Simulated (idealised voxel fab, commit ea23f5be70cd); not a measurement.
Process module in this document: voxel gate over fins
Displayed cross-section: cut, width of 215 nm, square cells sized 5 nm.
When this document writes out a cross-section, it uses a grid of square cells and lists it as bands, beginning at the top and moving down, with a band standing for one or more rows of cells.
Heights first: top, then bottom, in nm. Then materials, left to right, each with a width in nm. "edge to edge" on a single material: fills the band edge to edge. "air": empty space.
Measure heights from 0. That's the level where, below it, the as-received wafer is all one material. The lowest band is bottomless and extends downward; write it as in "0 and below".
You'd read "30->40" like this: the band's top row of cells is as wide as the first number, its bottom row is as wide as the second, and going down, every row changes width by the same amount as the row before did.
Any step labelled "no alterations made" changed none of the cells in the cross-section.
So "Cavities, closed" is basically the list of trapped voids: any empty space of 8 cells or more that can't reach the top through an opening. They're written width x height at distance, the distance being from the left edge, and it's all nm.
On a step's line, text after the settings is the simulator commenting on that step.
Each step line may optionally specify "overlay nm", which for a step with a mask gives the rightward distance between the mask's planned place and where it lay, a negative value indicating the leftward direction.

Below is the list of planned process steps:
1. RECEIVE,material Si
2. CONFORMAL_DEP,material SiN,thk nm 10
3. DIRECTIONAL_DEP,material aC,thk nm 10
4. PATTERN,tone cover,mask id FINS,material resist,width nm 15,pitch nm 35,thk nm 30,overlay nm 0
5. DIRECTIONAL_ETCH,etch materials aC,depth nm 10
6. STRIP,etch materials resist
7. DIRECTIONAL_ETCH,etch materials SiN,depth nm 10
8. DIRECTIONAL_ETCH,etch materials Si,depth nm 35
9. STRIP,etch materials aC
10. FILL_DEP,material SiO2,thk nm 15
11. CMP,height nm 10
12. SELECTIVE_ETCH,etch materials SiO2,depth nm 20
13. STRIP,etch materials SiN
14. CONFORMAL_DEP,material HfO2,thk nm 5
15. CONFORMAL_DEP,material TiN,thk nm 5
16. CONFORMAL_DEP,material TiAl,thk nm 5
17. CONFORMAL_DEP,material TiN,thk nm 5
18. FILL_DEP,material W,thk nm 10
19. CMP,height nm 25
20. CONFORMAL_DEP,material SiN,thk nm 10

Cross-section: wafer on arrival = after step 1:
* 0 and below  Si edge to edge
* Cavities, closed: none

Cross-sectional view of the first of the two wafers upon completion of the module, processed in accordance with the plan:
* 35 down to 25  SiN edge to edge
* 25 down to 20  W edge to edge
* 20 down to 15  W (60), then TiN (90), then W (65)
* 15 down to 10  W (60), then TiN (5), then TiAl (80), then TiN (5), then W (65)
* 10 down to 5  TiN (65), then TiAl (5), then TiN (70), then TiAl (5), then TiN (70)
* 5 down to 0  TiAl (70), then TiN (5), then HfO2 (25), then TiN (10), then HfO2 (25), then TiN (5), then TiAl (75)
* 0 down to -5  TiN (75), then HfO2 (5), then Si (15), then HfO2 (5), then TiN (10), then HfO2 (5), then Si (15), then HfO2 (5), then TiN (80)
* -5 down to -10  HfO2 (80), then Si (15), then HfO2 (20), then Si (15), then HfO2 (85)
* -10 down to -35  SiO2 (80), then Si (15), then SiO2 (20), then Si (15), then SiO2 (85)
* -35 and below  Si edge to edge
* Cavities, closed: none

Second of two wafers, module complete, sectioned: it shares the first wafer's start and plan but was run with one mistake:
* 35 down to 25  SiN edge to edge
* 25 down to 20  W edge to edge
* 20 down to 15  W (60), then TiN (90), then W (65)
* 15 down to 10  W (60), then TiN (5), then TiAl (80), then TiN (5), then W (65)
* 10 down to 5  W (60), then TiN (5), then TiAl (5), then TiN (70), then TiAl (5), then TiN (5), then W (65)
* 5 down to 0  W (60), then TiN (5), then TiAl (5), then TiN (5), then HfO2 (25), then TiN (10), then HfO2 (25), then TiN (5), then TiAl (5), then TiN (5), then W (65)
* 0 down to -10  W (60), then TiN (5), then TiAl (5), then TiN (5), then HfO2 (5), then Si (15), then HfO2 (5), then TiN (10), then HfO2 (5), then Si (15), then HfO2 (5), then TiN (5), then TiAl (5), then TiN (5), then W (65)
* -10 down to -15  TiN (65), then TiAl (5), then TiN (5), then HfO2 (5), then Si (15), then HfO2 (5), then TiN (10), then HfO2 (5), then Si (15), then HfO2 (5), then TiN (5), then TiAl (5), then TiN (70)
* -15 down to -20  TiAl (70), then TiN (5), then HfO2 (5), then Si (15), then HfO2 (5), then TiN (10), then HfO2 (5), then Si (15), then HfO2 (5), then TiN (5), then TiAl (75)
* -20 down to -25  TiN (75), then HfO2 (5), then Si (15), then HfO2 (5), then TiN (10), then HfO2 (5), then Si (15), then HfO2 (5), then TiN (80)
* -25 down to -30  HfO2 (80), then Si (15), then HfO2 (20), then Si (15), then HfO2 (85)
* -30 down to -35  SiO2 (80), then Si (15), then SiO2 (20), then Si (15), then SiO2 (85)
* -35 and below  Si edge to edge
* Cavities, closed: none
What was the processing mistake? regarding the plan, step 12 was run twice
Bottom line after processing is that, in cells, the second wafer is up or down on some materials versus the first: HfO2: 16 more; SiO2: 148 fewer; TiAl: 8 more; TiN: 24 more; W: 100 more
